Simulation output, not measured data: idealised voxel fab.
process module | voxel wiring stack
cross-section cut | 190 nm wide | cells 5 nm
A cross-section is a grid of square cells, given in bands from the top down. A band is one or more rows of cells.
Each band's line starts with the height of the band's top and of its bottom, in nm. Then come its materials from left to right, each with its width in nm. One material with "throughout" fills the band from edge to edge. "air" is empty space.
Height 0 is the level under which the wafer as received is all one material. The lowest band goes on downwards, as in "0 down".
A width such as "30 to 40" changes by the same amount from each row of cells to the next, from the band's top row to its bottom row.
"no change" after a step means that no cell of the cross-section changed.
closed voids: empty space of 8 cells or more with no open way to the top, each as width x height at its distance from the left edge, in nm
after a step's settings: what the simulator itself notes on the step
overlay nm, on a step with a mask: how far to the right of its planned place the mask lay; to the left if negative
plan
1 op RECEIVE | material Si
2 op CONFORMAL_DEP | material SiO2 | thk nm 15
3 op CONFORMAL_DEP | material SiN | thk nm 5
4 op DIRECTIONAL_DEP | material lowk | thk nm 25
5 op PATTERN | tone open | mask id METAL_1 | material resist | width nm 20 | pitch nm 40 | thk nm 15 | overlay nm 0
6 op DIRECTIONAL_ETCH | etch materials lowk | depth nm 25
7 op DIRECTIONAL_ETCH | etch materials SiN | depth nm 5
8 op STRIP | etch materials resist
9 op CONFORMAL_DEP | material TiN | thk nm 5
10 op FILL_DEP | material W | thk nm 10
11 op CMP | height nm 45
12 op EPI | material Ru | thk nm 5
13 op FILL_DEP | material SiCN | thk nm 5
14 op DIRECTIONAL_DEP | material lowk | thk nm 30
15 op DIRECTIONAL_DEP | material aC | thk nm 10
16 op PATTERN | tone open | mask id METAL_2 | material resist | width nm 20 | pitch nm 40 | thk nm 25 | overlay nm 0
17 op DIRECTIONAL_ETCH | etch materials aC | depth nm 10
18 op STRIP | etch materials resist
19 op DIRECTIONAL_ETCH | etch materials lowk | depth nm 20
20 op STRIP | etch materials aC
21 op PATTERN | tone open | mask id METAL_2_HOLES | material resist | width nm 15 | pitch nm 40 | thk nm 20 | overlay nm 0
22 op DIRECTIONAL_ETCH | etch materials lowk | depth nm 10
23 op DIRECTIONAL_ETCH | etch materials SiCN | depth nm 5
24 op STRIP | etch materials resist
25 op CONFORMAL_DEP | material TiN | thk nm 5
26 op FILL_DEP | material Ru | thk nm 5
27 op CMP | height nm 85
28 op CONFORMAL_DEP | material SiCN | thk nm 5
29 op DIRECTIONAL_DEP | material lowk | thk nm 15
30 op DIRECTIONAL_DEP | material aC | thk nm 15
31 op PATTERN | tone open | mask id PLUG_2 | material resist | width nm 15 | thk nm 30 | overlay nm 0
32 op DIRECTIONAL_ETCH | etch materials aC | depth nm 15
33 op STRIP | etch materials resist
34 op DIRECTIONAL_ETCH | etch materials lowk | depth nm 15
35 op DIRECTIONAL_ETCH | etch materials SiCN | depth nm 5
36 op STRIP | etch materials aC
37 op CONFORMAL_DEP | material TiN | thk nm 5
38 op FILL_DEP | material Cu | thk nm 5
39 op CMP | height nm 105
40 op CONFORMAL_DEP | material SiCN | thk nm 5
41 op DIRECTIONAL_DEP | material SiO2 | thk nm 15
42 op PATTERN | tone open | mask id METAL_3 | material resist | width nm 20 | pitch nm 40 | thk nm 20 | overlay nm 0
43 op DIRECTIONAL_ETCH | etch materials SiO2 | depth nm 15
44 op DIRECTIONAL_ETCH | etch materials SiCN | depth nm 5
45 op STRIP | etch materials resist
46 op CONFORMAL_DEP | material TiN | thk nm 5
47 op FILL_DEP | material Cu | thk nm 10
48 op CMP | height nm 125
49 op CONFORMAL_DEP | material SiN | thk nm 5
as received, after step 1
  0 down: Si throughout
  closed voids: none
a wafer at the end: this start, this plan, one mistake
  130 to 125: SiN throughout
  125 to 120: SiCN 65 | TiN 20 | SiCN 20 | TiN 20 | SiCN 65
  120 to 105: SiO2 throughout
  105 to 90: lowk 65 | TiN 5 | Cu 5 | TiN 5 | lowk 110
  90 to 85: SiCN 65 | TiN 15 | SiCN 110
  85 to 70: lowk 65 | TiN 5 | Ru 10 | TiN 5 | lowk 20 | TiN 5 | Ru 10 | TiN 5 | lowk 65
  70 to 65: lowk 65 | TiN 5 | Ru 5 | TiN 10 | lowk 20 | TiN 5 | Ru 5 | TiN 10 | lowk 65
  65 to 55: lowk 65 | TiN 5 | Ru 5 | TiN 5 | lowk 25 | TiN 5 | Ru 5 | TiN 5 | lowk 70
  55 to 50: SiCN 65 | TiN 15 | SiCN 25 | TiN 15 | SiCN 70
  50 to 45: SiCN 60 | Ru 30 | SiCN 10 | Ru 30 | SiCN 60
  45 to 20: lowk 65 | TiN 5 | W 10 | TiN 5 | lowk 20 | TiN 5 | W 10 | TiN 5 | lowk 65
  20 to 15: SiN 65 | TiN 20 | SiN 20 | TiN 20 | SiN 65
  15 to 0: SiO2 throughout
  0 down: Si throughout
  closed voids: none
what went wrong: steps 40 and 41 were swapped
